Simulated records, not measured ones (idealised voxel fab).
The document below concerns the process module designated voxel capacitor over wiring.
The cross-section shown here is cut; it is 195 nm wide and divided into square cells measuring 5 nm on a side.
Reading order for cross-sections: top band down to bottom band. Underlying form: a grid of square cells. Band size: one or more rows of cells.
Band: top height; bottom height; in nm. Then, left to right: material with width in nm, for each material. "all across": a single material spanning edge to edge. "air": empty space.
The level at which height equals 0 is the one under which the wafer, as it arrives, is entirely one material. No lower edge exists for the bottom band, which continues downward and is notated as in "z 0 and below".
Top row gets the first number, bottom row gets the second, and each row in between changes by the same step: that is how a band width like "30->40" works.
"remains unaltered" for a step: no cell of the cross-section changed in that step.
Enclosed void list: empty space of 8 cells or more with no open way to the top, each as width x height at its distance from the left edge, in nm
That trailing text on a step's line, after the settings, is the simulator's own remark on the step.
Steps that use a mask can have "overlay nm" on their line. It says how far the mask sat to the right of where it was meant to be. Negative means to the left.

[The steps planned for the process are as follows]
- 1: RECEIVE with material Si
- 2: CONFORMAL_DEP with material SiO2, thk nm 15
- 3: DIRECTIONAL_DEP with material TiN, thk nm 5
- 4: DIRECTIONAL_DEP with material W, thk nm 25
- 5: MASKED_ETCH with tone cover, mask id METAL_1, width nm 25, pitch nm 80, etch materials W, depth nm 25, overlay nm 0
- 6: MASKED_ETCH with tone cover, mask id METAL_1, width nm 25, pitch nm 80, etch materials TiN, depth nm 5, overlay nm 0
- 7: FILL_DEP with material SiO2, thk nm 10
- 8: CMP with height nm 45
- 9: CONFORMAL_DEP with material SiCN, thk nm 5
- 10: DIRECTIONAL_DEP with material SiO2, thk nm 20
- 11: PATTERN with tone open, mask id PLUG_1, material resist, width nm 15, thk nm 20, overlay nm 0
- 12: DIRECTIONAL_ETCH with etch materials SiO2, depth nm 20
- 13: DIRECTIONAL_ETCH with etch materials SiCN, depth nm 5
- 14: STRIP with etch materials resist
- 15: EPI with material Ru, thk nm 10
- 16: EPI with material Ru, thk nm 10
- 17: EPI with material Ru, thk nm 5
- 18: DIRECTIONAL_DEP with material TiN, thk nm 10
- 19: DIRECTIONAL_DEP with material Al2O3, thk nm 5
- 20: DIRECTIONAL_DEP with material TiN, thk nm 5
- 21: PATTERN with tone cover, mask id UPPER_PLATE, material resist, width nm 60, thk nm 15, overlay nm 0
- 22: DIRECTIONAL_ETCH with etch materials TiN, depth nm 5
- 23: DIRECTIONAL_ETCH with etch materials Al2O3, depth nm 5
- 24: STRIP with etch materials resist
- 25: MASKED_ETCH with tone cover, mask id LOWER_PLATE, width nm 70, etch materials TiN, depth nm 10, overlay nm 0
- 26: FILL_DEP with material SiO2, thk nm 15
- 27: CMP with height nm 90
- 28: PATTERN with tone open, mask id PLUG_2, material resist, width nm 15, thk nm 15, overlay nm 0
- 29: DIRECTIONAL_ETCH with etch materials SiO2, depth nm 10
- 30: STRIP with etch materials resist
- 31: CONFORMAL_DEP with material TiN, thk nm 5
- 32: FILL_DEP with material Ru, thk nm 10
- 33: CMP with height nm 100
- 34: CONFORMAL_DEP with material SiCN, thk nm 5
varied across the wafers: height nm of step 27. The plan shows the first wafer's value. All wafers start alike

[Cross-section, first of several wafers, as delivered after step 1]
    z 0 and below | Si all across
    Enclosed void list: none

[For your reference, the table is organized with a row per wafer; each row reflects the wafer at the end of the module, indicating for each material the cells gained (+) or lost (-) since receipt, and thereafter its closed voids]
height nm 90, +12 Al2O3, +54 Ru, +75 SiCN, +539 SiO2, +89 TiN, +50 W, Enclosed void list: none
height nm 95, +12 Al2O3, +16 Ru, +75 SiCN, +575 SiO2, +91 TiN, +50 W, Enclosed void list: none
height nm 100, +12 Al2O3, +16 Ru, +75 SiCN, +611 SiO2, +55 TiN, +50 W, Enclosed void list: none
height nm 105, +12 Al2O3, +15 Ru, +75 SiCN, +614 SiO2, +53 TiN, +50 W, Enclosed void list: none
